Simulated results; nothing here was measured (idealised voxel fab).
Herein follows the process module entitled voxel released beams.
Cross-section cut: width 210 nm, square cells of 5 nm.
We lay out every cross-section as a grid of square cells and spell it out in bands from the top down, where one band means one or more rows of cells. Basically the band line says how high the top is and how high the bottom is, in nm, and then what's in it from left to right, every material with its width in nm. Empty space shows up as "blank", and if a single material carries "throughout" it runs the full band edge to edge. Heads up on the height convention: 0 is the point under which the incoming wafer is all one material, and the lowest band has no bottom, it just keeps going down, like "0 and below". A two-number width, for instance "30..40", indicates that the width is equal to the first number in the top row of the band and to the second number in the bottom row, and that it changes by a constant amount per row of cells. "no change occurred" -> step changed no cross-section cell. Empty spaces without an open route to the top, at least 8 cells in extent, make up the entry "Closed empty spaces"; each is given as width x height at distance, where the distance is measured from the left edge, and all are in nm. Anything after a step's settings on that line? It's the simulator's own note about the step. Among the settings permitted on a step's line is "overlay nm"; applied to a step with a mask, it specifies the extent to which the mask lay to the right of its planned position, whereas a negative figure signifies a position to the left.

So here's the lineup of process steps we planned
1: op RECEIVE | material Si
2: op CONFORMAL_DEP | material Al2O3 | thk nm 5
3: op DIRECTIONAL_DEP | material SiO2 | thk nm 20
4: op MASKED_ETCH | tone open | mask id ANCHOR | width nm 40 | etch materials SiO2 | depth nm 20 | overlay nm -15
5: op CONFORMAL_DEP | material W | thk nm 15
6: op PATTERN | tone cover | mask id BEAM | material resist | width nm 105 | thk nm 15 | overlay nm 0
7: op DIRECTIONAL_ETCH | etch materials W | depth nm 15
8: op STRIP | etch materials resist
9: op STRIP | etch materials SiO2
For this document, wafers share an identical start and vary in the step 4 overlay nm; the plan quotes the first wafer's value.

Cross-sectional view of the first of several wafers in the as-received condition, corresponding to the state following step 1
* 0 and below  Si throughout
* Closed empty spaces: none

wafer rows; end of module; cells per material since receipt: (+) gained, (-) lost; then closed voids
overlay nm -15, +42 Al2O3, +87 W, Closed empty spaces: none
overlay nm -10, +42 Al2O3, +87 W, Closed empty spaces: none
overlay nm -5, +42 Al2O3, +87 W, Closed empty spaces: none
overlay nm 0, +42 Al2O3, +87 W, Closed empty spaces: none
overlay nm 5, +42 Al2O3, +87 W, Closed empty spaces: none
overlay nm 10, +42 Al2O3, +87 W, Closed empty spaces: none
overlay nm 15, +42 Al2O3, +87 W, Closed empty spaces: none
